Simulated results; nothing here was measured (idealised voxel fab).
process module | voxel self aligned vias
cross-section cut | 165 nm wide | cells 5 nm
A cross-section is a grid of square cells, given in bands from the top down. A band is one or more rows of cells.
Each band's line starts with the height of the band's top and of its bottom, in nm. Then come its materials from left to right, each with its width in nm. One material with "throughout" fills the band from edge to edge. "air" is empty space.
Height 0 is the level under which the wafer as received is all one material. The lowest band goes on downwards, as in "0 down".
A width such as "30 to 40" changes by the same amount from each row of cells to the next, from the band's top row to its bottom row.
"no change" after a step means that no cell of the cross-section changed.
closed voids: empty space of 8 cells or more with no open way to the top, each as width x height at its distance from the left edge, in nm
after a step's settings: what the simulator itself notes on the step
overlay nm, on a step with a mask: how far to the right of its planned place the mask lay; to the left if negative
plan
1 op RECEIVE | material Si
2 op CONFORMAL_DEP | material SiO2 | thk nm 15
3 op CONFORMAL_DEP | material SiCN | thk nm 5
4 op DIRECTIONAL_DEP | material SiO2 | thk nm 30
5 op PATTERN | tone open | mask id LINES | material resist | width nm 25 | pitch nm 75 | thk nm 20 | overlay nm -15
6 op DIRECTIONAL_ETCH | etch materials SiO2 | depth nm 30
7 op STRIP | etch materials resist
8 op CONFORMAL_DEP | material TiN | thk nm 5
9 op FILL_DEP | material Ru | thk nm 5
10 op CMP | height nm 50
11 op SELECTIVE_ETCH | etch materials W Ru TiN | depth nm 5
12 op FILL_DEP | material SiN | thk nm 5
13 op CMP | height nm 50
14 op DIRECTIONAL_DEP | material SiO2 | thk nm 20
15 op PATTERN | tone open | mask id VIAS | material resist | width nm 45 | pitch nm 75 | thk nm 20 | overlay nm 0
16 op DIRECTIONAL_ETCH | etch materials SiO2 | depth nm 20
17 op DIRECTIONAL_ETCH | etch materials SiN | depth nm 5
18 op STRIP | etch materials resist
19 op CONFORMAL_DEP | material TiN | thk nm 5
20 op FILL_DEP | material Cu | thk nm 10
21 op CMP | height nm 70
22 op CONFORMAL_DEP | material SiN | thk nm 5
varied across the wafers: overlay nm of step 5. The plan shows the first wafer's value. All wafers start alike
first wafer as received, after step 1
  0 down: Si throughout
  closed voids: none
first wafer at the end, after step 22
  75 to 70: SiN throughout
  70 to 55: SiO2 20 | TiN 5 | Cu 35 | TiN 5 | SiO2 30 | TiN 5 | Cu 35 | TiN 5 | SiO2 25
  55 to 50: SiO2 20 | TiN 5 | Cu 10 | TiN 30 | SiO2 30 | TiN 5 | Cu 10 | TiN 30 | SiO2 25
  50 to 45: SiO2 15 | SiN 5 | TiN 20 | SiO2 50 | SiN 5 | TiN 20 | SiO2 50
  45 to 25: SiO2 15 | TiN 5 | Ru 15 | TiN 5 | SiO2 50 | TiN 5 | Ru 15 | TiN 5 | SiO2 50
  25 to 20: SiO2 15 | TiN 25 | SiO2 50 | TiN 25 | SiO2 50
  20 to 15: SiCN throughout
  15 to 0: SiO2 throughout
  0 down: Si throughout
  closed voids: none
last wafer at the end
  75 to 70: SiN throughout
  70 to 55: SiO2 20 | TiN 5 | Cu 35 | TiN 5 | SiO2 30 | TiN 5 | Cu 35 | TiN 5 | SiO2 25
  55 to 50: SiO2 20 | TiN 30 | Cu 10 | TiN 5 | SiO2 30 | TiN 30 | Cu 10 | TiN 5 | SiO2 25
  50 to 45: SiO2 45 | TiN 20 | SiN 5 | SiO2 50 | TiN 20 | SiN 5 | SiO2 20
  45 to 25: SiO2 45 | TiN 5 | Ru 15 | TiN 5 | SiO2 50 | TiN 5 | Ru 15 | TiN 5 | SiO2 20
  25 to 20: SiO2 45 | TiN 25 | SiO2 50 | TiN 25 | SiO2 20
  20 to 15: SiCN throughout
  15 to 0: SiO2 throughout
  0 down: Si throughout
  closed voids: none
each wafer at the end: cells of each material gained (+) or lost (-) since it was received, then its closed voids
overlay nm -15 | +46 Cu | +24 Ru | +33 SiCN | +35 SiN | +297 SiO2 | +60 TiN | closed voids: none
overlay nm -10 | +48 Cu | +24 Ru | +33 SiCN | +33 SiN | +297 SiO2 | +60 TiN | closed voids: none
overlay nm -5 | +48 Cu | +24 Ru | +33 SiCN | +33 SiN | +297 SiO2 | +60 TiN | closed voids: none
overlay nm 0 | +48 Cu | +24 Ru | +33 SiCN | +33 SiN | +297 SiO2 | +60 TiN | closed voids: none
overlay nm 5 | +48 Cu | +24 Ru | +33 SiCN | +33 SiN | +297 SiO2 | +60 TiN | closed voids: none
overlay nm 10 | +48 Cu | +24 Ru | +33 SiCN | +33 SiN | +297 SiO2 | +60 TiN | closed voids: none
overlay nm 15 | +46 Cu | +24 Ru | +33 SiCN | +35 SiN | +297 SiO2 | +60 TiN | closed voids: none
